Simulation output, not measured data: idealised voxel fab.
process module | voxel capacitor over wiring
cross-section cut | 290 nm wide | cells 5 nm
A cross-section is a grid of square cells, given in bands from the top down. A band is one or more rows of cells.
Each band's line starts with the height of the band's top and of its bottom, in nm. Then come its materials from left to right, each with its width in nm. One material with "throughout" fills the band from edge to edge. "air" is empty space.
Height 0 is the level under which the wafer as received is all one material. The lowest band goes on downwards, as in "0 down".
A width such as "30 to 40" changes by the same amount from each row of cells to the next, from the band's top row to its bottom row.
"no change" after a step means that no cell of the cross-section changed.
closed voids: empty space of 8 cells or more with no open way to the top, each as width x height at its distance from the left edge, in nm
after a step's settings: what the simulator itself notes on the step
overlay nm, on a step with a mask: how far to the right of its planned place the mask lay; to the left if negative
plan
1 op RECEIVE | material Si
2 op CONFORMAL_DEP | material SiO2 | thk nm 10
3 op CONFORMAL_DEP | material SiCN | thk nm 5
4 op DIRECTIONAL_DEP | material lowk | thk nm 15
5 op MASKED_ETCH | tone open | mask id METAL_1 | width nm 30 | pitch nm 100 | etch materials lowk | depth nm 15 | overlay nm 0
6 op MASKED_ETCH | tone open | mask id METAL_1 | width nm 30 | pitch nm 100 | etch materials SiCN | depth nm 5 | overlay nm 0
7 op CONFORMAL_DEP | material TiN | thk nm 5
8 op FILL_DEP | material Ru | thk nm 10
9 op CMP | height nm 30
10 op CONFORMAL_DEP | material SiCN | thk nm 5
11 op DIRECTIONAL_DEP | material lowk | thk nm 15
12 op DIRECTIONAL_DEP | material aC | thk nm 15
13 op PATTERN | tone open | mask id PLUG_1 | material resist | width nm 15 | thk nm 30 | overlay nm 0
14 op DIRECTIONAL_ETCH | etch materials aC | depth nm 15
15 op STRIP | etch materials resist
16 op DIRECTIONAL_ETCH | etch materials lowk | depth nm 15
17 op DIRECTIONAL_ETCH | etch materials SiCN | depth nm 5
18 op STRIP | etch materials aC
19 op EPI | material Ru | thk nm 10
20 op EPI | material Ru | thk nm 10
21 op DIRECTIONAL_DEP | material TiN | thk nm 5
22 op DIRECTIONAL_DEP | material Al2O3 | thk nm 5
23 op DIRECTIONAL_DEP | material TiN | thk nm 10
24 op MASKED_ETCH | tone cover | mask id UPPER_PLATE | width nm 75 | etch materials TiN | depth nm 10 | overlay nm 0
25 op MASKED_ETCH | tone cover | mask id UPPER_PLATE | width nm 75 | etch materials Al2O3 | depth nm 5 | overlay nm 0
26 op DIRECTIONAL_DEP | material aC | thk nm 15
27 op PATTERN | tone cover | mask id LOWER_PLATE | material resist | width nm 85 | thk nm 35 | overlay nm 0
28 op DIRECTIONAL_ETCH | etch materials aC | depth nm 15
29 op STRIP | etch materials resist
30 op DIRECTIONAL_ETCH | etch materials TiN | depth nm 5
31 op STRIP | etch materials aC
32 op FILL_DEP | material SiO2 | thk nm 15
33 op CMP | height nm 80
34 op PATTERN | tone open | mask id PLUG_2 | material resist | width nm 15 | thk nm 15 | overlay nm 0
35 op DIRECTIONAL_ETCH | etch materials SiO2 | depth nm 10
36 op STRIP | etch materials resist
37 op CONFORMAL_DEP | material TiN | thk nm 5
38 op FILL_DEP | material Cu | thk nm 10
39 op CMP | height nm 80
40 op CONFORMAL_DEP | material SiN | thk nm 5
first wafer, as planned
as received, after step 1
  0 down: Si throughout
  closed voids: none
after step 2
  10 to 0: SiO2 throughout
  below 0: unchanged
after step 3
  15 to 10: SiCN throughout
  below 10: unchanged
after step 4
  30 to 15: lowk throughout
  below 15: unchanged
after step 5
  30 to 15: lowk 80 | air 30 | lowk 70 | air 30 | lowk 80
  below 15: unchanged
after step 6
  30 to 15: lowk 80 | air 30 | lowk 70 | air 30 | lowk 80
  15 to 10: SiCN 80 | air 30 | SiCN 70 | air 30 | SiCN 80
  below 10: unchanged
after step 7
  35 to 30: TiN 85 | air 20 | TiN 80 | air 20 | TiN 85
  30 to 15: lowk 80 | TiN 5 | air 20 | TiN 5 | lowk 70 | TiN 5 | air 20 | TiN 5 | lowk 80
  15 to 10: SiCN 80 | TiN 30 | SiCN 70 | TiN 30 | SiCN 80
  below 10: unchanged
after step 8
  45 to 35: Ru throughout
  35 to 30: TiN 85 | Ru 20 | TiN 80 | Ru 20 | TiN 85
  30 to 15: lowk 80 | TiN 5 | Ru 20 | TiN 5 | lowk 70 | TiN 5 | Ru 20 | TiN 5 | lowk 80
  below 15: unchanged
after step 9
  30 to 15: lowk 80 | TiN 5 | Ru 20 | TiN 5 | lowk 70 | TiN 5 | Ru 20 | TiN 5 | lowk 80
  below 15: unchanged
after step 10
  35 to 30: SiCN throughout
  below 30: unchanged
after step 11
  50 to 35: lowk throughout
  below 35: unchanged
after step 12
  65 to 50: aC throughout
  below 50: unchanged
after step 13
  95 to 65: resist 95 | air 15 | resist 180
  below 65: unchanged
after step 14
  80 to 65: resist 95 | air 15 | resist 180
  65 to 50: aC 95 | air 15 | aC 180
  below 50: unchanged
after step 15
  65 to 50: aC 95 | air 15 | aC 180
  below 50: unchanged
after step 16
  65 to 50: aC 95 | air 15 | aC 180
  50 to 35: lowk 95 | air 15 | lowk 180
  below 35: unchanged
after step 17
  65 to 50: aC 95 | air 15 | aC 180
  50 to 35: lowk 95 | air 15 | lowk 180
  35 to 30: SiCN 95 | air 15 | SiCN 180
  below 30: unchanged
after step 18
  50 to 35: lowk 95 | air 15 | lowk 180
  below 35: unchanged
after step 19
  50 to 40: lowk 95 | air 15 | lowk 180
  40 to 35: lowk 95 | Ru 15 | lowk 180
  35 to 30: SiCN 95 | Ru 15 | SiCN 180
  below 30: unchanged
after step 20
  50 to 35: lowk 95 | Ru 15 | lowk 180
  below 35: unchanged
after step 21
  55 to 50: TiN throughout
  below 50: unchanged
after step 22
  60 to 55: Al2O3 throughout
  below 55: unchanged
after step 23
  70 to 60: TiN throughout
  below 60: unchanged
after step 24
  70 to 60: air 95 | TiN 75 | air 120
  below 60: unchanged
after step 25
  70 to 60: air 95 | TiN 75 | air 120
  60 to 55: air 95 | Al2O3 75 | air 120
  below 55: unchanged
after step 26
  85 to 70: air 95 | aC 75 | air 120
  70 to 60: aC 95 | TiN 75 | aC 120
  60 to 55: aC 95 | Al2O3 75 | aC 120
  below 55: unchanged
after step 27
  120 to 85: air 90 | resist 85 | air 115
  85 to 70: air 90 | resist 5 | aC 75 | resist 5 | air 115
  below 70: unchanged
after step 28
  105 to 85: air 90 | resist 85 | air 115
  85 to 70: air 90 | resist 5 | aC 75 | resist 5 | air 115
  70 to 60: air 90 | aC 5 | TiN 75 | aC 5 | air 115
  60 to 55: air 90 | aC 5 | Al2O3 75 | aC 5 | air 115
  below 55: unchanged
after step 29
  85 to 70: air 95 | aC 75 | air 120
  below 70: unchanged
after step 30
  85 to 70: air 95 | aC 75 | air 120
  70 to 60: air 90 | aC 5 | TiN 75 | aC 5 | air 115
  60 to 55: air 90 | aC 5 | Al2O3 75 | aC 5 | air 115
  55 to 50: air 90 | TiN 85 | air 115
  below 50: unchanged
after step 31
  70 to 60: air 95 | TiN 75 | air 120
  60 to 55: air 95 | Al2O3 75 | air 120
  below 55: unchanged
after step 32
  85 to 70: SiO2 throughout
  70 to 60: SiO2 95 | TiN 75 | SiO2 120
  60 to 55: SiO2 95 | Al2O3 75 | SiO2 120
  55 to 50: SiO2 90 | TiN 85 | SiO2 115
  below 50: unchanged
after step 33
  80 to 70: SiO2 throughout
  below 70: unchanged
after step 34
  95 to 80: resist 105 | air 15 | resist 170
  below 80: unchanged
after step 35
  95 to 80: resist 105 | air 15 | resist 170
  80 to 70: SiO2 105 | air 15 | SiO2 170
  below 70: unchanged
after step 36
  80 to 70: SiO2 105 | air 15 | SiO2 170
  below 70: unchanged
after step 37
  85 to 80: TiN 110 | air 5 | TiN 175
  80 to 75: SiO2 105 | TiN 5 | air 5 | TiN 5 | SiO2 170
  75 to 70: SiO2 105 | TiN 15 | SiO2 170
  below 70: unchanged
after step 38
  95 to 85: Cu throughout
  85 to 80: TiN 110 | Cu 5 | TiN 175
  80 to 75: SiO2 105 | TiN 5 | Cu 5 | TiN 5 | SiO2 170
  below 75: unchanged
after step 39
  80 to 75: SiO2 105 | TiN 5 | Cu 5 | TiN 5 | SiO2 170
  below 75: unchanged
after step 40
  85 to 80: SiN throughout
  below 80: unchanged
second wafer: like start, like plan, one mistake. Through step 18 it matches the first wafer
when step 20 should have ended
  60 to 50: air 85 | Ru 35 | air 170
  50 to 35: lowk 95 | Ru 15 | lowk 180
  35 to 30: SiCN 95 | Ru 15 | SiCN 180
  below 30: unchanged
when step 21 should have ended
  65 to 60: air 85 | TiN 35 | air 170
  60 to 55: air 85 | Ru 35 | air 170
  55 to 50: TiN 85 | Ru 35 | TiN 170
  below 50: unchanged
when step 22 should have ended
  70 to 65: air 85 | Al2O3 35 | air 170
  65 to 60: air 85 | TiN 35 | air 170
  60 to 55: Al2O3 85 | Ru 35 | Al2O3 170
  below 55: unchanged
when step 23 should have ended
  80 to 70: air 85 | TiN 35 | air 170
  70 to 65: TiN 85 | Al2O3 35 | TiN 170
  65 to 60: TiN throughout
  below 60: unchanged
when step 24 should have ended
  80 to 70: air 95 | TiN 25 | air 170
  70 to 65: air 85 | Al2O3 35 | TiN 50 | air 120
  65 to 60: air 85 | TiN 85 | air 120
  below 60: unchanged
when step 25 should have ended
  80 to 70: air 95 | TiN 25 | air 170
  70 to 65: air 95 | Al2O3 25 | TiN 50 | air 120
  65 to 60: air 85 | TiN 85 | air 120
  60 to 55: air 85 | Ru 35 | Al2O3 50 | air 120
  below 55: unchanged
when step 26 should have ended
  95 to 85: air 95 | aC 25 | air 170
  85 to 80: air 95 | aC 75 | air 120
  80 to 70: air 85 | aC 10 | TiN 25 | aC 50 | air 120
  70 to 65: aC 95 | Al2O3 25 | TiN 50 | aC 120
  65 to 60: aC 85 | TiN 85 | aC 120
  60 to 55: aC 85 | Ru 35 | Al2O3 50 | aC 120
  below 55: unchanged
when step 27 should have ended
  130 to 95: air 90 | resist 85 | air 115
  95 to 85: air 90 | resist 5 | aC 25 | resist 55 | air 115
  85 to 80: air 90 | resist 5 | aC 75 | resist 5 | air 115
  80 to 70: air 85 | aC 10 | TiN 25 | aC 50 | resist 5 | air 115
  below 70: unchanged
when step 28 should have ended
  115 to 95: air 90 | resist 85 | air 115
  95 to 85: air 90 | resist 5 | aC 25 | resist 55 | air 115
  85 to 80: air 90 | resist 5 | aC 75 | resist 5 | air 115
  80 to 70: air 90 | aC 5 | TiN 25 | aC 50 | resist 5 | air 115
  70 to 65: air 90 | aC 5 | Al2O3 25 | TiN 50 | aC 5 | air 115
  65 to 60: air 85 | TiN 85 | aC 5 | air 115
  60 to 55: air 85 | Ru 35 | Al2O3 50 | aC 5 | air 115
  below 55: unchanged
when step 29 should have ended
  95 to 85: air 95 | aC 25 | air 170
  85 to 80: air 95 | aC 75 | air 120
  80 to 70: air 90 | aC 5 | TiN 25 | aC 50 | air 120
  below 70: unchanged
when step 30 should have ended
  95 to 85: air 95 | aC 25 | air 170
  85 to 80: air 95 | aC 75 | air 120
  80 to 70: air 90 | aC 5 | TiN 25 | aC 50 | air 120
  70 to 65: air 90 | aC 5 | Al2O3 25 | TiN 50 | aC 5 | air 115
  65 to 60: air 90 | TiN 80 | aC 5 | air 115
  60 to 55: air 85 | Ru 35 | Al2O3 50 | aC 5 | air 115
  55 to 50: air 85 | Ru 35 | TiN 55 | air 115
  below 50: unchanged
when step 31 should have ended
  80 to 70: air 95 | TiN 25 | air 170
  70 to 65: air 95 | Al2O3 25 | TiN 50 | air 120
  65 to 60: air 90 | TiN 80 | air 120
  60 to 55: air 85 | Ru 35 | Al2O3 50 | air 120
  below 55: unchanged
when step 32 should have ended
  95 to 80: SiO2 throughout
  80 to 70: SiO2 95 | TiN 25 | SiO2 170
  70 to 65: SiO2 95 | Al2O3 25 | TiN 50 | SiO2 120
  65 to 60: SiO2 90 | TiN 80 | SiO2 120
  60 to 55: SiO2 85 | Ru 35 | Al2O3 50 | SiO2 120
  55 to 50: SiO2 85 | Ru 35 | TiN 55 | SiO2 115
  below 50: unchanged
when step 33 should have ended
  80 to 70: SiO2 95 | TiN 25 | SiO2 170
  below 70: unchanged
when step 34 should have ended
  95 to 80: resist 105 | air 15 | resist 170
  below 80: unchanged
when step 35 should have ended: no change
when step 36 should have ended
  80 to 70: SiO2 95 | TiN 25 | SiO2 170
  below 70: unchanged
when step 37 should have ended
  85 to 80: TiN throughout
  below 80: unchanged
when step 38 should have ended
  95 to 85: Cu throughout
  below 85: unchanged
when step 39 should have ended
  80 to 70: SiO2 95 | TiN 25 | SiO2 170
  below 70: unchanged
when step 40 should have ended
  85 to 80: SiN throughout
  below 80: unchanged
what went wrong: one of the steps 19 and 20, which are alike, was run twice
at the end the second wafer has, in cells: 1 fewer of Cu | 14 more of Ru | 8 fewer of SiO2 | 5 fewer of TiN
